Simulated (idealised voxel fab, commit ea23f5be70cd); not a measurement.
Proc. module: voxel capacitor over wiring
Cross-sectional view cut (width: 240 nm; square cell size: 5 nm).
The cross-sections in this document take the form of a grid made of square cells. They are written out as bands, in order from top to bottom. Each band consists of one or more rows of cells.
Read a band's entry like this: the first values are the height of its top and the height of its bottom in nm, and what follows is the sequence of materials from left to right, each with its width in nm. Note that "empty" is empty space, and that a single material marked "all across" reaches across the band from edge to edge.
Heights are expressed relative to 0, this being the level below which the as-received wafer comprises one material exclusively. The lowest band is unbounded in the downward direction and is denoted as in "z 0 and below".
Width: "30->40" (first number = top row, second number = bottom row, same change from row to row of cells).
Reading "everything unchanged" for a step: not a cell of the cross-section changed in it.
Under "Entrapped void list" you'll find the enclosed gaps, the ones with no way out to the top, that are 8 cells or bigger; each reads width x height at distance, with distance counted from the left edge, everything in nm.
If you see something after the settings on a step's line, that's the simulator's own remark about that step.
When a step includes a mask, the "overlay nm" setting on its line states how far to the right of its planned place that mask lay, and negative values state how far to the left.
The following list gives the planned process steps:
1) RECEIVE: material Si
2) CONFORMAL_DEP: material SiO2, thk nm 15
3) DIRECTIONAL_DEP: material TiN, thk nm 5
4) DIRECTIONAL_DEP: material W, thk nm 15
5) MASKED_ETCH: tone cover, mask id METAL_1, width nm 30, pitch nm 90, etch materials W, depth nm 15, overlay nm 0
6) MASKED_ETCH: tone cover, mask id METAL_1, width nm 30, pitch nm 90, etch materials TiN, depth nm 5, overlay nm 0
7) FILL_DEP: material SiO2, thk nm 10
8) CMP: height nm 35
9) CONFORMAL_DEP: material SiCN, thk nm 5
10) DIRECTIONAL_DEP: material lowk, thk nm 20
11) PATTERN: tone open, mask id PLUG_1, material resist, width nm 15, thk nm 20, overlay nm -15
12) DIRECTIONAL_ETCH: etch materials lowk, depth nm 20
13) DIRECTIONAL_ETCH: etch materials SiCN, depth nm 5
14) STRIP: etch materials resist
15) EPI: material Ru, thk nm 10
16) EPI: material Ru, thk nm 10
17) EPI: material Ru, thk nm 5
18) DIRECTIONAL_DEP: material TiN, thk nm 5
19) DIRECTIONAL_DEP: material SiN, thk nm 5
20) DIRECTIONAL_DEP: material TiN, thk nm 10
21) PATTERN: tone cover, mask id UPPER_PLATE, material resist, width nm 65, thk nm 15, overlay nm 0
22) DIRECTIONAL_ETCH: etch materials TiN, depth nm 10
23) DIRECTIONAL_ETCH: etch materials SiN, depth nm 5
24) STRIP: etch materials resist
25) MASKED_ETCH: tone cover, mask id LOWER_PLATE, width nm 75, etch materials TiN, depth nm 5, overlay nm 0
26) FILL_DEP: material SiO2, thk nm 15
27) CMP: height nm 90
28) DIRECTIONAL_DEP: material aC, thk nm 10
29) PATTERN: tone open, mask id PLUG_2, material resist, width nm 15, thk nm 25, overlay nm 0
30) DIRECTIONAL_ETCH: etch materials aC, depth nm 10
31) STRIP: etch materials resist
32) DIRECTIONAL_ETCH: etch materials SiO2, depth nm 10
33) STRIP: etch materials aC
34) CONFORMAL_DEP: material TiN, thk nm 5
35) FILL_DEP: material Ru, thk nm 5
36) CMP: height nm 90
37) CONFORMAL_DEP: material SiN, thk nm 5
Among the wafers covered here, the point of difference is the overlay nm at step 11; their starting state is shared, and the plan presents the value of the first wafer.
Sectional view: first of several wafers, as received, after step 1:
  z 0 and below = Si all across
  Entrapped void list: none
End of module, by wafer: material-by-material cell gain (+) or loss (-) since receipt, then closed voids:
overlay nm -15; +16 Ru; +45 SiCN; +61 SiN; +516 SiO2; +58 TiN; +36 W; +180 lowk; Entrapped void list: none
overlay nm -10; +16 Ru; +45 SiCN; +61 SiN; +516 SiO2; +58 TiN; +36 W; +180 lowk; Entrapped void list: none
overlay nm -5; +16 Ru; +45 SiCN; +61 SiN; +516 SiO2; +58 TiN; +36 W; +180 lowk; Entrapped void list: none
overlay nm 0; +16 Ru; +45 SiCN; +61 SiN; +516 SiO2; +58 TiN; +36 W; +180 lowk; Entrapped void list: none
overlay nm 5; +16 Ru; +45 SiCN; +61 SiN; +516 SiO2; +58 TiN; +36 W; +180 lowk; Entrapped void list: none
overlay nm 10; +16 Ru; +45 SiCN; +61 SiN; +516 SiO2; +58 TiN; +36 W; +180 lowk; Entrapped void list: none
overlay nm 15; +1 Ru; +45 SiCN; +61 SiN; +531 SiO2; +58 TiN; +36 W; +180 lowk; Entrapped void list: none
